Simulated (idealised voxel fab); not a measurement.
process module | voxel self aligned contacts
cross-section cut | 260 nm wide | cells 5 nm
A cross-section is a grid of square cells, given in bands from the top down. A band is one or more rows of cells.
Each band's line starts with the height of the band's top and of its bottom, in nm. Then come its materials from left to right, each with its width in nm. One material with "throughout" fills the band from edge to edge. "air" is empty space.
Height 0 is the level under which the wafer as received is all one material. The lowest band goes on downwards, as in "0 down".
A width such as "30 to 40" changes by the same amount from each row of cells to the next, from the band's top row to its bottom row.
"no change" after a step means that no cell of the cross-section changed.
closed voids: empty space of 8 cells or more with no open way to the top, each as width x height at its distance from the left edge, in nm
after a step's settings: what the simulator itself notes on the step
overlay nm, on a step with a mask: how far to the right of its planned place the mask lay; to the left if negative
plan
1 op RECEIVE | material Si
2 op OXIDIZE | depth nm 5
3 op DIRECTIONAL_DEP | material polySi | thk nm 30
4 op DIRECTIONAL_DEP | material SiN | thk nm 25
5 op PATTERN | tone cover | mask id GATE | material resist | width nm 25 | pitch nm 70 | thk nm 15 | overlay nm 0
6 op DIRECTIONAL_ETCH | etch materials SiN | depth nm 25
7 op DIRECTIONAL_ETCH | etch materials polySi | depth nm 30
8 op STRIP | etch materials resist
9 op CONFORMAL_DEP | material SiN | thk nm 10
10 op DIRECTIONAL_ETCH | etch materials SiN | depth nm 10
11 op FILL_DEP | material SiO2 | thk nm 15
12 op CMP | height nm 65
13 op MASKED_ETCH | tone open | mask id CONTACT | width nm 55 | pitch nm 70 | etch materials SiO2 | depth nm 70 | overlay nm 0
14 op CONFORMAL_DEP | material TiN | thk nm 5
15 op FILL_DEP | material W | thk nm 10
16 op CMP | height nm 65
17 op CONFORMAL_DEP | material SiN | thk nm 5
first wafer, as planned
as received, after step 1
  0 down: Si throughout
  closed voids: none
after step 2
  0 to -5: SiO2 throughout
  below -5: unchanged
after step 3
  30 to 0: polySi throughout
  below 0: unchanged
after step 4
  55 to 30: SiN throughout
  below 30: unchanged
after step 5
  70 to 55: air 45 | resist 25 | air 45 | resist 25 | air 45 | resist 25 | air 50
  below 55: unchanged
after step 6
  70 to 55: air 45 | resist 25 | air 45 | resist 25 | air 45 | resist 25 | air 50
  55 to 30: air 45 | SiN 25 | air 45 | SiN 25 | air 45 | SiN 25 | air 50
  below 30: unchanged
after step 7
  70 to 55: air 45 | resist 25 | air 45 | resist 25 | air 45 | resist 25 | air 50
  55 to 30: air 45 | SiN 25 | air 45 | SiN 25 | air 45 | SiN 25 | air 50
  30 to 0: air 45 | polySi 25 | air 45 | polySi 25 | air 45 | polySi 25 | air 50
  below 0: unchanged
after step 8
  55 to 30: air 45 | SiN 25 | air 45 | SiN 25 | air 45 | SiN 25 | air 50
  below 30: unchanged
after step 9
  65 to 30: air 35 | SiN 45 | air 25 | SiN 45 | air 25 | SiN 45 | air 40
  30 to 10: air 35 | SiN 10 | polySi 25 | SiN 10 | air 25 | SiN 10 | polySi 25 | SiN 10 | air 25 | SiN 10 | polySi 25 | SiN 10 | air 40
  10 to 0: SiN 45 | polySi 25 | SiN 45 | polySi 25 | SiN 45 | polySi 25 | SiN 50
  below 0: unchanged
after step 10
  55 to 30: air 35 | SiN 45 | air 25 | SiN 45 | air 25 | SiN 45 | air 40
  30 to 0: air 35 | SiN 10 | polySi 25 | SiN 10 | air 25 | SiN 10 | polySi 25 | SiN 10 | air 25 | SiN 10 | polySi 25 | SiN 10 | air 40
  below 0: unchanged
after step 11
  70 to 55: SiO2 throughout
  55 to 30: SiO2 35 | SiN 45 | SiO2 25 | SiN 45 | SiO2 25 | SiN 45 | SiO2 40
  30 to 0: SiO2 35 | SiN 10 | polySi 25 | SiN 10 | SiO2 25 | SiN 10 | polySi 25 | SiN 10 | SiO2 25 | SiN 10 | polySi 25 | SiN 10 | SiO2 40
  below 0: unchanged
after step 12
  65 to 55: SiO2 throughout
  below 55: unchanged
after step 13
  65 to 55: SiO2 65 | air 55 | SiO2 15 | air 55 | SiO2 70
  55 to 30: SiO2 35 | SiN 45 | air 25 | SiN 45 | air 25 | SiN 45 | SiO2 40
  30 to 0: SiO2 35 | SiN 10 | polySi 25 | SiN 10 | air 25 | SiN 10 | polySi 25 | SiN 10 | air 25 | SiN 10 | polySi 25 | SiN 10 | SiO2 40
  0 to -5: SiO2 80 | air 25 | SiO2 45 | air 25 | SiO2 85
  below -5: unchanged
after step 14
  70 to 65: TiN 70 | air 45 | TiN 25 | air 45 | TiN 75
  65 to 55: SiO2 65 | TiN 5 to 20 | air 45 to 15 | TiN 5 to 20 | SiO2 15 | TiN 5 to 20 | air 45 to 15 | TiN 5 to 20 | SiO2 70
  55 to 30: SiO2 35 | SiN 45 | TiN 5 | air 15 | TiN 5 | SiN 45 | TiN 5 | air 15 | TiN 5 | SiN 45 | SiO2 40
  30 to 0: SiO2 35 | SiN 10 | polySi 25 | SiN 10 | TiN 5 | air 15 | TiN 5 | SiN 10 | polySi 25 | SiN 10 | TiN 5 | air 15 | TiN 5 | SiN 10 | polySi 25 | SiN 10 | SiO2 40
  0 to -5: SiO2 80 | TiN 25 | SiO2 45 | TiN 25 | SiO2 85
  below -5: unchanged
after step 15
  80 to 70: W throughout
  70 to 65: TiN 70 | W 45 | TiN 25 | W 45 | TiN 75
  65 to 55: SiO2 65 | TiN 5 to 20 | W 45 to 15 | TiN 5 to 20 | SiO2 15 | TiN 5 to 20 | W 45 to 15 | TiN 5 to 20 | SiO2 70
  55 to 30: SiO2 35 | SiN 45 | TiN 5 | W 15 | TiN 5 | SiN 45 | TiN 5 | W 15 | TiN 5 | SiN 45 | SiO2 40
  30 to 0: SiO2 35 | SiN 10 | polySi 25 | SiN 10 | TiN 5 | W 15 | TiN 5 | SiN 10 | polySi 25 | SiN 10 | TiN 5 | W 15 | TiN 5 | SiN 10 | polySi 25 | SiN 10 | SiO2 40
  below 0: unchanged
after step 16
  65 to 55: SiO2 65 | TiN 5 to 20 | W 45 to 15 | TiN 5 to 20 | SiO2 15 | TiN 5 to 20 | W 45 to 15 | TiN 5 to 20 | SiO2 70
  below 55: unchanged
after step 17
  70 to 65: SiN throughout
  below 65: unchanged
second wafer: like start, like plan, one mistake. Through step 4 it matches the first wafer
when step 5 should have ended
  70 to 55: air 40 | resist 35 | air 35 | resist 35 | air 35 | resist 35 | air 45
  below 55: unchanged
when step 6 should have ended
  70 to 55: air 40 | resist 35 | air 35 | resist 35 | air 35 | resist 35 | air 45
  55 to 30: air 40 | SiN 35 | air 35 | SiN 35 | air 35 | SiN 35 | air 45
  below 30: unchanged
when step 7 should have ended
  70 to 55: air 40 | resist 35 | air 35 | resist 35 | air 35 | resist 35 | air 45
  55 to 30: air 40 | SiN 35 | air 35 | SiN 35 | air 35 | SiN 35 | air 45
  30 to 0: air 40 | polySi 35 | air 35 | polySi 35 | air 35 | polySi 35 | air 45
  below 0: unchanged
when step 8 should have ended
  55 to 30: air 40 | SiN 35 | air 35 | SiN 35 | air 35 | SiN 35 | air 45
  below 30: unchanged
when step 9 should have ended
  65 to 30: air 30 | SiN 55 | air 15 | SiN 55 | air 15 | SiN 55 | air 35
  30 to 10: air 30 | SiN 10 | polySi 35 | SiN 10 | air 15 | SiN 10 | polySi 35 | SiN 10 | air 15 | SiN 10 | polySi 35 | SiN 10 | air 35
  10 to 0: SiN 40 | polySi 35 | SiN 35 | polySi 35 | SiN 35 | polySi 35 | SiN 45
  below 0: unchanged
when step 10 should have ended
  55 to 30: air 30 | SiN 55 | air 15 | SiN 55 | air 15 | SiN 55 | air 35
  30 to 0: air 30 | SiN 10 | polySi 35 | SiN 10 | air 15 | SiN 10 | polySi 35 | SiN 10 | air 15 | SiN 10 | polySi 35 | SiN 10 | air 35
  below 0: unchanged
when step 11 should have ended
  70 to 55: SiO2 throughout
  55 to 30: SiO2 30 | SiN 55 | SiO2 15 | SiN 55 | SiO2 15 | SiN 55 | SiO2 35
  30 to 0: SiO2 30 | SiN 10 | polySi 35 | SiN 10 | SiO2 15 | SiN 10 | polySi 35 | SiN 10 | SiO2 15 | SiN 10 | polySi 35 | SiN 10 | SiO2 35
  below 0: unchanged
when step 12 should have ended
  65 to 55: SiO2 throughout
  below 55: unchanged
when step 13 should have ended
  65 to 55: SiO2 65 | air 55 | SiO2 15 | air 55 | SiO2 70
  55 to 30: SiO2 30 | SiN 55 | air 15 | SiN 55 | air 15 | SiN 55 | SiO2 35
  30 to 0: SiO2 30 | SiN 10 | polySi 35 | SiN 10 | air 15 | SiN 10 | polySi 35 | SiN 10 | air 15 | SiN 10 | polySi 35 | SiN 10 | SiO2 35
  0 to -5: SiO2 85 | air 15 | SiO2 55 | air 15 | SiO2 90
  below -5: unchanged
when step 14 should have ended
  70 to 65: TiN 70 | air 45 | TiN 25 | air 45 | TiN 75
  65 to 55: SiO2 65 | TiN 5 to 25 | air 45 to 5 | TiN 5 to 25 | SiO2 15 | TiN 5 to 25 | air 45 to 5 | TiN 5 to 25 | SiO2 70
  55 to 30: SiO2 30 | SiN 55 | TiN 5 | air 5 | TiN 5 | SiN 55 | TiN 5 | air 5 | TiN 5 | SiN 55 | SiO2 35
  30 to 0: SiO2 30 | SiN 10 | polySi 35 | SiN 10 | TiN 5 | air 5 | TiN 5 | SiN 10 | polySi 35 | SiN 10 | TiN 5 | air 5 | TiN 5 | SiN 10 | polySi 35 | SiN 10 | SiO2 35
  0 to -5: SiO2 85 | TiN 15 | SiO2 55 | TiN 15 | SiO2 90
  below -5: unchanged
when step 15 should have ended
  80 to 70: W throughout
  70 to 65: TiN 70 | W 45 | TiN 25 | W 45 | TiN 75
  65 to 55: SiO2 65 | TiN 5 to 25 | W 45 to 5 | TiN 5 to 25 | SiO2 15 | TiN 5 to 25 | W 45 to 5 | TiN 5 to 25 | SiO2 70
  55 to 30: SiO2 30 | SiN 55 | TiN 5 | W 5 | TiN 5 | SiN 55 | TiN 5 | W 5 | TiN 5 | SiN 55 | SiO2 35
  30 to 0: SiO2 30 | SiN 10 | polySi 35 | SiN 10 | TiN 5 | W 5 | TiN 5 | SiN 10 | polySi 35 | SiN 10 | TiN 5 | W 5 | TiN 5 | SiN 10 | polySi 35 | SiN 10 | SiO2 35
  below 0: unchanged
when step 16 should have ended
  65 to 55: SiO2 65 | TiN 5 to 25 | W 45 to 5 | TiN 5 to 25 | SiO2 15 | TiN 5 to 25 | W 45 to 5 | TiN 5 to 25 | SiO2 70
  below 55: unchanged
when step 17 should have ended
  70 to 65: SiN throughout
  below 65: unchanged
what went wrong: step 5 ran as: op PATTERN | tone cover | mask id GATE | material resist | width nm 35 | pitch nm 70 | thk nm 15 | overlay nm 0
at the end the second wafer has, in cells: 30 more of SiN | 18 fewer of SiO2 | 48 fewer of W | 36 more of polySi
